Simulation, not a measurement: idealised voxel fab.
Process module, titled voxel gate over fins
FYI the section here is cut, 195 nm wide, cells are 5 nm squares.
Think of the cross-section as a grid of square cells. We describe it in bands, top to bottom, and each band covers one or more rows of those cells.
First you get the band's top height and its bottom height, in nm, and then the materials it's made of, left to right, with each width in nm. If you see a single material with "full width", that one covers the band edge to edge. "air" is empty space.
We count height from 0. Below that, the starting wafer is all one material. The lowest band never ends at the bottom but goes on down; see "from 0 down" for how that is written.
Think of "30..40" as a width that walks from the first number to the second as you go down the band, top row to bottom row, taking equal-sized steps from row to row.
Given "no alterations made" for a step, no cell of the cross-section differs between before and after that step.
Look at "Closed voids list" for the closed voids: empty spaces with no open path to the top, sized 8 cells or up. Each is width x height at distance, distance from the left edge, all nm.
Heads up: the bit after the settings on a step's line is the simulator's remark on that step.
The "overlay nm" setting may appear on a step's line; for a step that uses a mask, it gives how far to the right of its planned position the mask lay, and a negative value indicates the left.

SO HERE'S THE LINEUP OF PROCESS STEPS WE PLANNED
1: RECEIVE [material Si]
2: CONFORMAL_DEP [material SiN] [thk nm 5]
3: PATTERN [tone cover] [mask id FINS] [material resist] [width nm 15] [pitch nm 45] [thk nm 20] [overlay nm 0]
4: DIRECTIONAL_ETCH [etch materials SiN] [depth nm 5]
5: DIRECTIONAL_ETCH [etch materials Si] [depth nm 30]
6: STRIP [etch materials resist]
7: OXIDIZE [depth nm 5]
8: FILL_DEP [material SiO2] [thk nm 5]
9: CMP [height nm 5]
10: SELECTIVE_ETCH [etch materials SiO2] [depth nm 20]
11: STRIP [etch materials SiN]
12: CONFORMAL_DEP [material HfO2] [thk nm 5]
13: CONFORMAL_DEP [material TiN] [thk nm 5]
14: FILL_DEP [material W] [thk nm 10]
15: CMP [height nm 15]
16: CONFORMAL_DEP [material SiN] [thk nm 10]

SHOWN IN CROSS-SECTION IS THE WAFER AS RECEIVED, THAT IS, AS IT STANDS AFTER STEP 1
  from 0 down  Si full width
  Closed voids list: none

POST-MODULE CROSS-SECTION OF THE FIRST OF TWO WAFERS (RUN PER PLAN)
  from 25 to 15  SiN full width
  from 15 to 10  W full width
  from 10 to 5  15 nm W, 25 nm TiN, 20 nm W, 25 nm TiN, 20 nm W, 25 nm TiN, 20 nm W, 25 nm TiN, 20 nm W
  from 5 to 0  15 nm W, 5 nm TiN, 15 nm HfO2, 5 nm TiN, 20 nm W, 5 nm TiN, 15 nm HfO2, 5 nm TiN, 20 nm W, 5 nm TiN, 15 nm HfO2, 5 nm TiN, 20 nm W, 5 nm TiN, 15 nm HfO2, 5 nm TiN, 20 nm W
  from 0 to -5  15 nm W, 5 nm TiN, 5 nm HfO2, 5 nm Si, 5 nm HfO2, 5 nm TiN, 20 nm W, 5 nm TiN, 5 nm HfO2, 5 nm Si, 5 nm HfO2, 5 nm TiN, 20 nm W, 5 nm TiN, 5 nm HfO2, 5 nm Si, 5 nm HfO2, 5 nm TiN, 20 nm W, 5 nm TiN, 5 nm HfO2, 5 nm Si, 5 nm HfO2, 5 nm TiN, 20 nm W
  from -5 to -10  20 nm TiN, 5 nm HfO2, 5 nm Si, 5 nm HfO2, 30 nm TiN, 5 nm HfO2, 5 nm Si, 5 nm HfO2, 30 nm TiN, 5 nm HfO2, 5 nm Si, 5 nm HfO2, 30 nm TiN, 5 nm HfO2, 5 nm Si, 5 nm HfO2, 25 nm TiN
  from -10 to -15  25 nm HfO2, 5 nm Si, 40 nm HfO2, 5 nm Si, 40 nm HfO2, 5 nm Si, 40 nm HfO2, 5 nm Si, 30 nm HfO2
  from -15 to -35  25 nm SiO2, 5 nm Si, 40 nm SiO2, 5 nm Si, 40 nm SiO2, 5 nm Si, 40 nm SiO2, 5 nm Si, 30 nm SiO2
  from -35 down  Si full width
  Closed voids list: none

PRESENTED HERE IS A CROSS-SECTION OF THE SECOND OF THE TWO WAFERS AS IT STOOD AT THE END OF THE MODULE. IT WAS STARTED IN THE SAME MANNER AND ASSIGNED THE SAME PLAN AS THE FIRST WAFER; HOWEVER, ONE MISTAKE WAS MADE IN ITS EXECUTION
  from 25 to 15  SiN full width
  from 15 to 5  W full width
  from 5 to 0  15 nm W, 25 nm TiN, 20 nm W, 25 nm TiN, 20 nm W, 25 nm TiN, 20 nm W, 25 nm TiN, 20 nm W
  from 0 to -5  15 nm W, 5 nm TiN, 15 nm HfO2, 5 nm TiN, 20 nm W, 5 nm TiN, 15 nm HfO2, 5 nm TiN, 20 nm W, 5 nm TiN, 15 nm HfO2, 5 nm TiN, 20 nm W, 5 nm TiN, 15 nm HfO2, 5 nm TiN, 20 nm W
  from -5 to -15  15 nm W, 5 nm TiN, 5 nm HfO2, 5 nm Si, 5 nm HfO2, 5 nm TiN, 20 nm W, 5 nm TiN, 5 nm HfO2, 5 nm Si, 5 nm HfO2, 5 nm TiN, 20 nm W, 5 nm TiN, 5 nm HfO2, 5 nm Si, 5 nm HfO2, 5 nm TiN, 20 nm W, 5 nm TiN, 5 nm HfO2, 5 nm Si, 5 nm HfO2, 5 nm TiN, 20 nm W
  from -15 to -20  20 nm TiN, 5 nm HfO2, 5 nm Si, 5 nm HfO2, 30 nm TiN, 5 nm HfO2, 5 nm Si, 5 nm HfO2, 30 nm TiN, 5 nm HfO2, 5 nm Si, 5 nm HfO2, 30 nm TiN, 5 nm HfO2, 5 nm Si, 5 nm HfO2, 25 nm TiN
  from -20 to -25  25 nm HfO2, 5 nm Si, 40 nm HfO2, 5 nm Si, 40 nm HfO2, 5 nm Si, 40 nm HfO2, 5 nm Si, 30 nm HfO2
  from -25 to -35  25 nm SiO2, 5 nm Si, 40 nm SiO2, 5 nm Si, 40 nm SiO2, 5 nm Si, 40 nm SiO2, 5 nm Si, 30 nm SiO2
  from -35 down  Si full width
  Closed voids list: none
The mistake made against the process plan was this: step 9 off recipe, ran as CMP [height nm -5]
Upon completion, the second wafer contains, in terms of cells, a greater or smaller amount of certain materials than the first wafer: +8 HfO2; -4 Si; -70 SiO2; +8 TiN; +58 W
